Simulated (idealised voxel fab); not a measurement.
A process module follows: voxel ribs on slabs.
Xsec cut, 170 nm wide, square cell size 5 nm.
Think of the cross-section as a grid of square cells. We describe it in bands, top to bottom, and each band covers one or more rows of those cells.
Quick guide to a band line: top height, bottom height (nm) up front; then every material left to right with its width in nm. Only one material and it's marked "everywhere"? Then it fills the band edge to edge. And "blank" just means empty space.
Basically, 0 is our baseline, since under it the wafer straight out of the box is all one material. The bottom band has no lower end and keeps on going down, so it looks like "from 0 down".
A width such as "30 to 40" changes by the same amount from each row of cells to the next, from the band's top row to its bottom row.
"all unchanged" (step): cross-section cells unchanged, all of them.
The label "Sealed-off cavities" introduces a list of the empty spaces, 8 cells or larger, that have no open way up to the top; each entry in it reads width x height at distance, where the distance is taken from the left edge and all three are stated in nm.
What comes after the settings on a step's line is commentary from the simulator itself on that step.
If you see "overlay nm" on a step's line and that step has a mask, it's telling you how far right of where it was planned the mask ended up; a negative number means it went left instead.
# Listed below are the process steps as planned
step 1: RECEIVE,material Si
step 2: DIRECTIONAL_DEP,material SiO2,thk nm 30
step 3: DIRECTIONAL_DEP,material SiN,thk nm 15
step 4: PATTERN,tone cover,mask id RIB,material resist,width nm 20,thk nm 15,overlay nm 0
step 5: DIRECTIONAL_ETCH,etch materials SiN,depth nm 10
step 6: STRIP,etch materials resist
step 7: DIRECTIONAL_DEP,material aC,thk nm 15
step 8: PATTERN,tone cover,mask id SLAB,material resist,width nm 70,thk nm 35,overlay nm 0
step 9: DIRECTIONAL_ETCH,etch materials aC,depth nm 15
step 10: STRIP,etch materials resist
step 11: DIRECTIONAL_ETCH,etch materials SiN,depth nm 5
step 12: STRIP,etch materials aC
step 13: FILL_DEP,material SiO2,thk nm 20
step 14: CMP,height nm 55
step 15: DIRECTIONAL_DEP,material W,thk nm 10
step 16: DIRECTIONAL_DEP,material aC,thk nm 10
step 17: PATTERN,tone cover,mask id HEATER,material resist,width nm 30,thk nm 25,overlay nm 0
step 18: DIRECTIONAL_ETCH,etch materials aC,depth nm 10
step 19: STRIP,etch materials resist
step 20: DIRECTIONAL_ETCH,etch materials W,depth nm 10
step 21: STRIP,etch materials aC
step 22: CONFORMAL_DEP,material SiN,thk nm 5
# So this is the incoming wafer in cross-section - it's already been through step 1
from 0 down = Si everywhere
Sealed-off cavities: none
# Module complete - cross-section of the first of two wafers, run according to plan
from 70 to 65 = blank (65) | SiN (40) | blank (65)
from 65 to 60 = blank (65) | SiN (5) | W (30) | SiN (5) | blank (65)
from 60 to 55 = SiN (70) | W (30) | SiN (70)
from 55 to 45 = SiO2 everywhere
from 45 to 35 = SiO2 (75) | SiN (20) | SiO2 (75)
from 35 to 30 = SiO2 (50) | SiN (70) | SiO2 (50)
from 30 to 0 = SiO2 everywhere
from 0 down = Si everywhere
Sealed-off cavities: none
# Cross-section at end of module for the second wafer of two, which matched the first in starting point and plan and differed by one mistake in its processing
from 70 to 55 = SiN everywhere
from 55 to 45 = SiO2 everywhere
from 45 to 35 = SiO2 (75) | SiN (20) | SiO2 (75)
from 35 to 30 = SiO2 (50) | SiN (70) | SiO2 (50)
from 30 to 0 = SiO2 everywhere
from 0 down = Si everywhere
Sealed-off cavities: none
It is concluded that the wafer was processed incorrectly with respect to the plan, in that contrary to plan, step 15 was performed as DIRECTIONAL_DEP,material SiN,thk nm 10
Looking at both finished wafers in cells, the second ends up ahead of or behind the first on some materials: SiN +64, W -12
